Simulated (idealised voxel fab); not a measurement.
Process module name: voxel lift off
cross-section cut | 230 nm wide | cells 5 nm
When this document writes out a cross-section, it uses a grid of square cells and lists it as bands, beginning at the top and moving down, with a band standing for one or more rows of cells. In this notation a band is specified by the heights of its top and bottom, in that order and in nm, after which its materials appear from left to right, each paired with its width in nm. The word "all across" attached to a single material means that material fills the band from edge to edge; the word "air" stands for empty space. All heights in this document are referenced to 0, defined as the level beneath which the wafer, as received, consists entirely of one material. The lowest band is not bounded below; it extends indefinitely downward and is written in the form "z 0 and below". A two-number width, for instance "30->40", indicates that the width is equal to the first number in the top row of the band and to the second number in the bottom row, and that it changes by a constant amount per row of cells. For the purposes of this document, the phrase "no modifications" attached to a step denotes that no cell within the cross-section was modified by that step. "Enclosed void listing" lists enclosed empty spaces (at least 8 cells, no open path upward to the top), each as width x height at distance from the left edge, in nm. It should be noted that, on the line of a given step, the content following the step's settings is a remark produced by the simulator itself with respect to that step. overlay nm: for a step with a mask, the amount by which the mask lay right of where it was planned; a negative amount means left of it.
# The planned process steps are enumerated hereunder
1. RECEIVE [material Si]
2. CONFORMAL_DEP [material SiN] [thk nm 15]
3. PATTERN [tone open] [mask id LINES] [material resist] [width nm 25] [pitch nm 55] [thk nm 15] [overlay nm 0]
4. DIRECTIONAL_DEP [material Ru] [thk nm 5]
5. STRIP [etch materials resist]
6. CONFORMAL_DEP [material SiO2] [thk nm 5]
All wafers enter the flow in the same state. The thk nm at step 6 differs from wafer to wafer, and the plan gives the value for the first wafer.
# Here's the first of the wafers in cross-section, just as we got it, i.e. after step 1
    z 0 and below  Si all across
    Enclosed void listing: none
# Rows = wafers. At module end, each row lists per material the cells gained (+) or lost (-) since the wafer was received, then the closed voids
thk nm 5 | +15 Ru | +138 SiN | +52 SiO2 | Enclosed void listing: none
thk nm 10 | +15 Ru | +138 SiN | +104 SiO2 | Enclosed void listing: none
thk nm 15 | +15 Ru | +138 SiN | +156 SiO2 | Enclosed void listing: none
thk nm 20 | +15 Ru | +138 SiN | +204 SiO2 | Enclosed void listing: none
thk nm 25 | +15 Ru | +138 SiN | +252 SiO2 | Enclosed void listing: none
